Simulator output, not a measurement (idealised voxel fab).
The following process module bears the name voxel self aligned contacts.
We display cut, a cross-section 245 nm in width whose square cells are each 5 nm.
Think of the cross-section as a grid of square cells. We describe it in bands, top to bottom, and each band covers one or more rows of those cells. Top, bottom (nm), then materials left to right with widths (nm); lone material tagged "throughout" fills the whole band edge to edge; "blank" = empty space. Note: height 0 marks the level under which the wafer is uniformly one material as received. Lowest band unbounded below, written "top 0, no bottom". A width given as "30 to 40" starts at the first number in the band's top row and ends at the second number in its bottom row, shifting by an equal amount at every step from row to row. Where the words "changes: none" appear for a step, the cross-section shows no cell changed by that step; every cell remained as before. Heads up: "Cavities, sealed" only lists the empty pockets with no open path to the top that are 8 cells or more, and it writes them as width x height at distance, distance from the left edge, in nm. On each step's line, the part that comes after the settings is the simulator's own comment on the step. The optional step-line setting "overlay nm" applies to steps with a mask and quantifies how far to the right of its planned location the mask lay, a negative value indicating leftward placement.

THE PLANNED PROCESS STEPS ARE ENUMERATED HEREUNDER
1. RECEIVE | material Si
2. OXIDIZE | depth nm 5
3. DIRECTIONAL_DEP | material polySi | thk nm 30
4. DIRECTIONAL_DEP | material SiN | thk nm 25
5. DIRECTIONAL_DEP | material aC | thk nm 10
6. PATTERN | tone cover | mask id GATE | material resist | width nm 25 | pitch nm 65 | thk nm 25 | overlay nm 0
7. DIRECTIONAL_ETCH | etch materials aC | depth nm 10
8. STRIP | etch materials resist
9. DIRECTIONAL_ETCH | etch materials SiN | depth nm 25
10. DIRECTIONAL_ETCH | etch materials polySi | depth nm 30
11. STRIP | etch materials aC
12. CONFORMAL_DEP | material SiN | thk nm 10
13. DIRECTIONAL_ETCH | etch materials SiN | depth nm 10
14. FILL_DEP | material SiO2 | thk nm 20
15. CMP | height nm 65
16. PATTERN | tone open | mask id CONTACT | material resist | width nm 50 | thk nm 15 | overlay nm 0
17. DIRECTIONAL_ETCH | etch materials SiO2 | depth nm 70
18. STRIP | etch materials resist
19. CONFORMAL_DEP | material TiN | thk nm 5
20. FILL_DEP | material W | thk nm 5
21. CMP | height nm 65
22. CONFORMAL_DEP | material SiN | thk nm 5

CROSS-SECTION OF THE WAFER UPON ARRIVAL, REPRESENTING THE STATE REACHED AFTER STEP 1
> top 0, no bottom | Si throughout
> Cavities, sealed: none

HERE'S THE WAFER CUT IN CROSS-SECTION AFTER THE MODULE, STARTED AND PLANNED JUST LIKE ABOVE, EXCEPT ONE THING WAS DONE WRONG IN THE RUN
> top 70, bottom 65 | SiN throughout
> top 65, bottom 55 | 90 to 60 nm W, then 5 to 35 nm TiN, then 50 nm SiO2, then 5 to 35 nm TiN, then 95 to 65 nm W
> top 55, bottom 30 | 60 nm W, then 5 nm TiN, then 45 nm SiN, then 20 nm SiO2, then 45 nm SiN, then 5 nm TiN, then 65 nm W
> top 30, bottom 0 | 60 nm W, then 5 nm TiN, then 10 nm SiN, then 25 nm polySi, then 10 nm SiN, then 20 nm SiO2, then 10 nm SiN, then 25 nm polySi, then 10 nm SiN, then 5 nm TiN, then 65 nm W
> top 0, bottom -5 | 65 nm TiN, then 110 nm SiO2, then 70 nm TiN
> top -5, no bottom | Si throughout
> Cavities, sealed: none
Run error: step 16 did not use the planned setting and instead ran as PATTERN | tone cover | mask id CONTACT | material resist | width nm 50 | thk nm 15 | overlay nm 0
